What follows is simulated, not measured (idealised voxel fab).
process module | voxel wiring stack
cross-section cut | 205 nm wide | cells 5 nm
A cross-section is a grid of square cells, given in bands from the top down. A band is one or more rows of cells.
Each band's line starts with the height of the band's top and of its bottom, in nm. Then come its materials from left to right, each with its width in nm. One material with "throughout" fills the band from edge to edge. "air" is empty space.
Height 0 is the level under which the wafer as received is all one material. The lowest band goes on downwards, as in "0 down".
A width such as "30 to 40" changes by the same amount from each row of cells to the next, from the band's top row to its bottom row.
"no change" after a step means that no cell of the cross-section changed.
closed voids: empty space of 8 cells or more with no open way to the top, each as width x height at its distance from the left edge, in nm
after a step's settings: what the simulator itself notes on the step
overlay nm, on a step with a mask: how far to the right of its planned place the mask lay; to the left if negative
plan
1 op RECEIVE | material Si
2 op CONFORMAL_DEP | material SiO2 | thk nm 10
3 op DIRECTIONAL_DEP | material TiN | thk nm 5
4 op DIRECTIONAL_DEP | material W | thk nm 20
5 op PATTERN | tone cover | mask id METAL_1 | material resist | width nm 30 | pitch nm 50 | thk nm 20 | overlay nm 0
6 op DIRECTIONAL_ETCH | etch materials W | depth nm 20
7 op DIRECTIONAL_ETCH | etch materials TiN | depth nm 5
8 op STRIP | etch materials resist
9 op FILL_DEP | material SiO2 | thk nm 10
10 op CMP | height nm 35
11 op CONFORMAL_DEP | material SiCN | thk nm 5
12 op DIRECTIONAL_DEP | material lowk | thk nm 30
13 op PATTERN | tone open | mask id METAL_2_HOLES | material resist | width nm 15 | pitch nm 50 | thk nm 20 | overlay nm 0
14 op DIRECTIONAL_ETCH | etch materials lowk | depth nm 30
15 op STRIP | etch materials resist
16 op PATTERN | tone open | mask id METAL_2 | material resist | width nm 30 | pitch nm 50 | thk nm 15 | overlay nm 0
17 op DIRECTIONAL_ETCH | etch materials lowk | depth nm 15
18 op DIRECTIONAL_ETCH | etch materials SiCN | depth nm 5
19 op STRIP | etch materials resist
20 op CONFORMAL_DEP | material TiN | thk nm 5
21 op FILL_DEP | material Ru | thk nm 5
22 op CMP | height nm 70
23 op CONFORMAL_DEP | material SiCN | thk nm 5
24 op DIRECTIONAL_DEP | material SiO2 | thk nm 25
25 op PATTERN | tone open | mask id METAL_3_HOLES | material resist | width nm 15 | pitch nm 50 | thk nm 20 | overlay nm 0
26 op DIRECTIONAL_ETCH | etch materials SiO2 | depth nm 25
27 op STRIP | etch materials resist
28 op DIRECTIONAL_DEP | material aC | thk nm 15
29 op PATTERN | tone open | mask id METAL_3 | material resist | width nm 30 | pitch nm 50 | thk nm 35 | overlay nm 0
30 op DIRECTIONAL_ETCH | etch materials aC | depth nm 15
31 op STRIP | etch materials resist
32 op DIRECTIONAL_ETCH | etch materials SiO2 | depth nm 15
33 op DIRECTIONAL_ETCH | etch materials SiCN | depth nm 5
34 op STRIP | etch materials aC
35 op CONFORMAL_DEP | material TiN | thk nm 5
36 op FILL_DEP | material Cu | thk nm 10
37 op CMP | height nm 100
38 op CONFORMAL_DEP | material SiCN | thk nm 5
39 op DIRECTIONAL_DEP | material lowk | thk nm 35
40 op DIRECTIONAL_DEP | material aC | thk nm 15
41 op PATTERN | tone open | mask id METAL_4 | material resist | width nm 30 | pitch nm 50 | thk nm 30 | overlay nm 0
42 op DIRECTIONAL_ETCH | etch materials aC | depth nm 15
43 op STRIP | etch materials resist
44 op DIRECTIONAL_ETCH | etch materials lowk | depth nm 20
45 op STRIP | etch materials aC
46 op PATTERN | tone open | mask id METAL_4_HOLES | material resist | width nm 15 | pitch nm 50 | thk nm 20 | overlay nm -15
47 op DIRECTIONAL_ETCH | etch materials lowk | depth nm 15
48 op DIRECTIONAL_ETCH | etch materials SiCN | depth nm 5
49 op STRIP | etch materials resist
50 op CONFORMAL_DEP | material TiN | thk nm 5
51 op FILL_DEP | material Ru | thk nm 5
52 op CMP | height nm 140
53 op CONFORMAL_DEP | material SiCN | thk nm 5
varied across the wafers: overlay nm of step 46. The plan shows the first wafer's value. All wafers start alike
first wafer as received, after step 1
  0 down: Si throughout
  closed voids: none
each wafer at the end: cells of each material gained (+) or lost (-) since it was received, then its closed voids
overlay nm -15 | +22 Cu | +60 Ru | +152 SiCN | +384 SiO2 | +110 TiN | +48 W | +413 lowk | closed voids: none
overlay nm -10 | +22 Cu | +56 Ru | +150 SiCN | +384 SiO2 | +116 TiN | +48 W | +413 lowk | closed voids: none
overlay nm -5 | +22 Cu | +52 Ru | +148 SiCN | +384 SiO2 | +122 TiN | +48 W | +413 lowk | closed voids: none
overlay nm 0 | +22 Cu | +56 Ru | +146 SiCN | +384 SiO2 | +120 TiN | +48 W | +413 lowk | closed voids: none
overlay nm 5 | +22 Cu | +56 Ru | +146 SiCN | +384 SiO2 | +120 TiN | +48 W | +413 lowk | closed voids: none
overlay nm 10 | +22 Cu | +56 Ru | +146 SiCN | +384 SiO2 | +120 TiN | +48 W | +413 lowk | closed voids: none
overlay nm 15 | +22 Cu | +56 Ru | +146 SiCN | +384 SiO2 | +120 TiN | +48 W | +413 lowk | closed voids: none
